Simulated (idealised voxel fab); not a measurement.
process module | voxel air gaps
cross-section cut | 175 nm wide | cells 5 nm
A cross-section is a grid of square cells, given in bands from the top down. A band is one or more rows of cells.
Each band's line starts with the height of the band's top and of its bottom, in nm. Then come its materials from left to right, each with its width in nm. One material with "throughout" fills the band from edge to edge. "air" is empty space.
Height 0 is the level under which the wafer as received is all one material. The lowest band goes on downwards, as in "0 down".
A width such as "30 to 40" changes by the same amount from each row of cells to the next, from the band's top row to its bottom row.
"no change" after a step means that no cell of the cross-section changed.
closed voids: empty space of 8 cells or more with no open way to the top, each as width x height at its distance from the left edge, in nm
after a step's settings: what the simulator itself notes on the step
overlay nm, on a step with a mask: how far to the right of its planned place the mask lay; to the left if negative
plan
1 op RECEIVE | material Si
2 op CONFORMAL_DEP | material SiO2 | thk nm 10
3 op CONFORMAL_DEP | material SiN | thk nm 5
4 op DIRECTIONAL_DEP | material lowk | thk nm 40
5 op PATTERN | tone open | mask id LINES | material resist | width nm 20 | pitch nm 45 | thk nm 20 | overlay nm 0
6 op DIRECTIONAL_ETCH | etch materials lowk | depth nm 40
7 op STRIP | etch materials resist
8 op CONFORMAL_DEP | material TiN | thk nm 5
9 op FILL_DEP | material Cu | thk nm 10
10 op CMP | height nm 55
11 op EPI | material Ru | thk nm 10
12 op SELECTIVE_ETCH | etch materials lowk | depth nm 50
13 op CONFORMAL_DEP | material SiN | thk nm 5
first wafer, as planned
as received, after step 1
  0 down: Si throughout
  closed voids: none
after step 2
  10 to 0: SiO2 throughout
  below 0: unchanged
after step 3
  15 to 10: SiN throughout
  below 10: unchanged
after step 4
  55 to 15: lowk throughout
  below 15: unchanged
after step 5
  75 to 55: resist 30 | air 20 | resist 25 | air 20 | resist 25 | air 20 | resist 35
  below 55: unchanged
after step 6
  75 to 55: resist 30 | air 20 | resist 25 | air 20 | resist 25 | air 20 | resist 35
  55 to 15: lowk 30 | air 20 | lowk 25 | air 20 | lowk 25 | air 20 | lowk 35
  below 15: unchanged
after step 7
  55 to 15: lowk 30 | air 20 | lowk 25 | air 20 | lowk 25 | air 20 | lowk 35
  below 15: unchanged
after step 8
  60 to 55: TiN 35 | air 10 | TiN 35 | air 10 | TiN 35 | air 10 | TiN 40
  55 to 20: lowk 30 | TiN 5 | air 10 | TiN 5 | lowk 25 | TiN 5 | air 10 | TiN 5 | lowk 25 | TiN 5 | air 10 | TiN 5 | lowk 35
  20 to 15: lowk 30 | TiN 20 | lowk 25 | TiN 20 | lowk 25 | TiN 20 | lowk 35
  below 15: unchanged
after step 9
  70 to 60: Cu throughout
  60 to 55: TiN 35 | Cu 10 | TiN 35 | Cu 10 | TiN 35 | Cu 10 | TiN 40
  55 to 20: lowk 30 | TiN 5 | Cu 10 | TiN 5 | lowk 25 | TiN 5 | Cu 10 | TiN 5 | lowk 25 | TiN 5 | Cu 10 | TiN 5 | lowk 35
  below 20: unchanged
after step 10
  55 to 20: lowk 30 | TiN 5 | Cu 10 | TiN 5 | lowk 25 | TiN 5 | Cu 10 | TiN 5 | lowk 25 | TiN 5 | Cu 10 | TiN 5 | lowk 35
  below 20: unchanged
after step 11
  65 to 55: air 20 | Ru 40 | air 5 | Ru 40 | air 5 | Ru 40 | air 25
  below 55: unchanged
after step 12
  65 to 55: air 20 | Ru 40 | air 5 | Ru 40 | air 5 | Ru 40 | air 25
  55 to 20: air 30 | TiN 5 | Cu 10 | TiN 5 | air 25 | TiN 5 | Cu 10 | TiN 5 | air 25 | TiN 5 | Cu 10 | TiN 5 | air 35
  20 to 15: air 30 | TiN 20 | air 25 | TiN 20 | air 25 | TiN 20 | air 35
  below 15: unchanged
after step 13
  70 to 65: air 15 | SiN 140 | air 20
  65 to 55: air 15 | SiN 5 | Ru 40 | SiN 5 | Ru 40 | SiN 5 | Ru 40 | SiN 5 | air 20
  55 to 50: air 15 | SiN 15 | TiN 5 | Cu 10 | TiN 5 | SiN 25 | TiN 5 | Cu 10 | TiN 5 | SiN 25 | TiN 5 | Cu 10 | TiN 5 | SiN 15 | air 20
  50 to 20: air 25 | SiN 5 | TiN 5 | Cu 10 | TiN 5 | SiN 5 | air 15 | SiN 5 | TiN 5 | Cu 10 | TiN 5 | SiN 5 | air 15 | SiN 5 | TiN 5 | Cu 10 | TiN 5 | SiN 5 | air 30
  20 to 15: SiN 30 | TiN 20 | SiN 25 | TiN 20 | SiN 25 | TiN 20 | SiN 35
  below 15: unchanged
  closed voids: 15 x 30 at 55; 15 x 30 at 100
second wafer: like start, like plan, one mistake. Through step 4 it matches the first wafer
when step 5 should have ended
  75 to 55: resist 30 | air 25 | resist 20 | air 25 | resist 20 | air 25 | resist 30
  below 55: unchanged
when step 6 should have ended
  75 to 55: resist 30 | air 25 | resist 20 | air 25 | resist 20 | air 25 | resist 30
  55 to 15: lowk 30 | air 25 | lowk 20 | air 25 | lowk 20 | air 25 | lowk 30
  below 15: unchanged
when step 7 should have ended
  55 to 15: lowk 30 | air 25 | lowk 20 | air 25 | lowk 20 | air 25 | lowk 30
  below 15: unchanged
when step 8 should have ended
  60 to 55: TiN 35 | air 15 | TiN 30 | air 15 | TiN 30 | air 15 | TiN 35
  55 to 20: lowk 30 | TiN 5 | air 15 | TiN 5 | lowk 20 | TiN 5 | air 15 | TiN 5 | lowk 20 | TiN 5 | air 15 | TiN 5 | lowk 30
  20 to 15: lowk 30 | TiN 25 | lowk 20 | TiN 25 | lowk 20 | TiN 25 | lowk 30
  below 15: unchanged
when step 9 should have ended
  70 to 60: Cu throughout
  60 to 55: TiN 35 | Cu 15 | TiN 30 | Cu 15 | TiN 30 | Cu 15 | TiN 35
  55 to 20: lowk 30 | TiN 5 | Cu 15 | TiN 5 | lowk 20 | TiN 5 | Cu 15 | TiN 5 | lowk 20 | TiN 5 | Cu 15 | TiN 5 | lowk 30
  below 20: unchanged
when step 10 should have ended
  55 to 20: lowk 30 | TiN 5 | Cu 15 | TiN 5 | lowk 20 | TiN 5 | Cu 15 | TiN 5 | lowk 20 | TiN 5 | Cu 15 | TiN 5 | lowk 30
  below 20: unchanged
when step 11 should have ended
  65 to 55: air 20 | Ru 135 | air 20
  below 55: unchanged
when step 12 should have ended
  65 to 55: air 20 | Ru 135 | air 20
  55 to 20: air 30 | TiN 5 | Cu 15 | TiN 5 | lowk 20 | TiN 5 | Cu 15 | TiN 5 | lowk 20 | TiN 5 | Cu 15 | TiN 5 | air 30
  20 to 15: air 30 | TiN 25 | lowk 20 | TiN 25 | lowk 20 | TiN 25 | air 30
  below 15: unchanged
when step 13 should have ended
  70 to 65: air 15 | SiN 145 | air 15
  65 to 55: air 15 | SiN 5 | Ru 135 | SiN 5 | air 15
  55 to 50: air 15 | SiN 15 | TiN 5 | Cu 15 | TiN 5 | lowk 20 | TiN 5 | Cu 15 | TiN 5 | lowk 20 | TiN 5 | Cu 15 | TiN 5 | SiN 15 | air 15
  50 to 20: air 25 | SiN 5 | TiN 5 | Cu 15 | TiN 5 | lowk 20 | TiN 5 | Cu 15 | TiN 5 | lowk 20 | TiN 5 | Cu 15 | TiN 5 | SiN 5 | air 25
  20 to 15: SiN 30 | TiN 25 | lowk 20 | TiN 25 | lowk 20 | TiN 25 | SiN 30
  below 15: unchanged
what went wrong: step 5 ran as: op PATTERN | tone open | mask id LINES | material resist | width nm 25 | pitch nm 45 | thk nm 20 | overlay nm 0
at the end the second wafer has, in cells: 21 more of Cu | 6 more of Ru | 48 fewer of SiN | 3 more of TiN | 64 more of lowk
closed voids at the end (first wafer, second wafer): 2, 0
